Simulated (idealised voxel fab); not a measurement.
process module | voxel wiring stack
cross-section cut | 210 nm wide | cells 5 nm
A cross-section is a grid of square cells, given in bands from the top down. A band is one or more rows of cells.
Each band's line starts with the height of the band's top and of its bottom, in nm. Then come its materials from left to right, each with its width in nm. One material with "throughout" fills the band from edge to edge. "air" is empty space.
Height 0 is the level under which the wafer as received is all one material. The lowest band goes on downwards, as in "0 down".
A width such as "30 to 40" changes by the same amount from each row of cells to the next, from the band's top row to its bottom row.
"no change" after a step means that no cell of the cross-section changed.
closed voids: empty space of 8 cells or more with no open way to the top, each as width x height at its distance from the left edge, in nm
after a step's settings: what the simulator itself notes on the step
overlay nm, on a step with a mask: how far to the right of its planned place the mask lay; to the left if negative
plan
1 op RECEIVE | material Si
2 op CONFORMAL_DEP | material SiO2 | thk nm 10
3 op CONFORMAL_DEP | material SiN | thk nm 5
4 op DIRECTIONAL_DEP | material SiO2 | thk nm 25
5 op DIRECTIONAL_DEP | material aC | thk nm 10
6 op PATTERN | tone open | mask id METAL_1 | material resist | width nm 25 | pitch nm 50 | thk nm 30 | overlay nm 0
7 op DIRECTIONAL_ETCH | etch materials aC | depth nm 10
8 op STRIP | etch materials resist
9 op DIRECTIONAL_ETCH | etch materials SiO2 | depth nm 25
10 op DIRECTIONAL_ETCH | etch materials SiN | depth nm 5
11 op STRIP | etch materials aC
12 op CONFORMAL_DEP | material TiN | thk nm 5
13 op FILL_DEP | material Cu | thk nm 5
14 op CMP | height nm 40
15 op CONFORMAL_DEP | material SiCN | thk nm 5
16 op DIRECTIONAL_DEP | material SiO2 | thk nm 25
17 op MASKED_ETCH | tone open | mask id METAL_2_HOLES | width nm 15 | pitch nm 50 | etch materials SiO2 | depth nm 25 | overlay nm 0
18 op MASKED_ETCH | tone open | mask id METAL_2 | width nm 25 | pitch nm 50 | etch materials SiO2 | depth nm 15 | overlay nm 0
19 op MASKED_ETCH | tone open | mask id METAL_2 | width nm 25 | pitch nm 50 | etch materials SiCN | depth nm 5 | overlay nm 0
20 op CONFORMAL_DEP | material TiN | thk nm 5
21 op FILL_DEP | material Cu | thk nm 10
22 op CMP | height nm 70
23 op CONFORMAL_DEP | material SiCN | thk nm 5
24 op DIRECTIONAL_DEP | material lowk | thk nm 35
25 op PATTERN | tone open | mask id METAL_3 | material resist | width nm 25 | pitch nm 50 | thk nm 15 | overlay nm 0
26 op DIRECTIONAL_ETCH | etch materials lowk | depth nm 20
27 op STRIP | etch materials resist
28 op DIRECTIONAL_DEP | material aC | thk nm 15
29 op PATTERN | tone open | mask id METAL_3_HOLES | material resist | width nm 15 | pitch nm 50 | thk nm 35 | overlay nm 0
30 op DIRECTIONAL_ETCH | etch materials aC | depth nm 15
31 op STRIP | etch materials resist
32 op DIRECTIONAL_ETCH | etch materials lowk | depth nm 15
33 op DIRECTIONAL_ETCH | etch materials SiCN | depth nm 5
34 op STRIP | etch materials aC
35 op CONFORMAL_DEP | material TiN | thk nm 5
36 op FILL_DEP | material Cu | thk nm 5
37 op CMP | height nm 110
38 op CONFORMAL_DEP | material SiN | thk nm 5
as received, after step 1
  0 down: Si throughout
  closed voids: none
a wafer at the end: this start, this plan, one mistake
  115 to 110: SiN throughout
  110 to 95: lowk 15 | TiN 5 | Cu 15 | TiN 5 | lowk 25 | TiN 5 | Cu 15 | TiN 5 | lowk 25 | TiN 5 | Cu 15 | TiN 5 | lowk 25 | TiN 5 | Cu 15 | TiN 5 | lowk 20
  95 to 90: lowk 15 | TiN 5 | Cu 5 | TiN 15 | lowk 25 | TiN 5 | Cu 5 | TiN 15 | lowk 25 | TiN 5 | Cu 5 | TiN 15 | lowk 25 | TiN 5 | Cu 5 | TiN 15 | lowk 20
  90 to 75: lowk 15 | TiN 5 | Cu 5 | TiN 5 | lowk 35 | TiN 5 | Cu 5 | TiN 5 | lowk 35 | TiN 5 | Cu 5 | TiN 5 | lowk 35 | TiN 5 | Cu 5 | TiN 5 | lowk 30
  75 to 70: SiCN 15 | TiN 15 | SiCN 35 | TiN 15 | SiCN 35 | TiN 15 | SiCN 35 | TiN 15 | SiCN 30
  70 to 60: SiO2 15 | TiN 5 | Cu 15 | TiN 5 | SiO2 25 | TiN 5 | Cu 15 | TiN 5 | SiO2 25 | TiN 5 | Cu 15 | TiN 5 | SiO2 25 | TiN 5 | Cu 15 | TiN 5 | SiO2 20
  60 to 55: SiO2 15 | TiN 5 | Cu 5 | TiN 15 | SiO2 25 | TiN 5 | Cu 5 | TiN 15 | SiO2 25 | TiN 5 | Cu 5 | TiN 15 | SiO2 25 | TiN 5 | Cu 5 | TiN 15 | SiO2 20
  55 to 45: SiO2 15 | TiN 5 | Cu 5 | TiN 5 | SiO2 35 | TiN 5 | Cu 5 | TiN 5 | SiO2 35 | TiN 5 | Cu 5 | TiN 5 | SiO2 35 | TiN 5 | Cu 5 | TiN 5 | SiO2 30
  45 to 40: SiCN 15 | TiN 15 | SiCN 35 | TiN 15 | SiCN 35 | TiN 15 | SiCN 35 | TiN 15 | SiCN 30
  40 to 35: SiN 15 | TiN 25 | SiN 25 | TiN 25 | SiN 25 | TiN 25 | SiN 25 | TiN 25 | SiN 20
  35 to 0: SiO2 throughout
  0 down: Si throughout
  closed voids: none
what went wrong: steps 3 and 4 were swapped
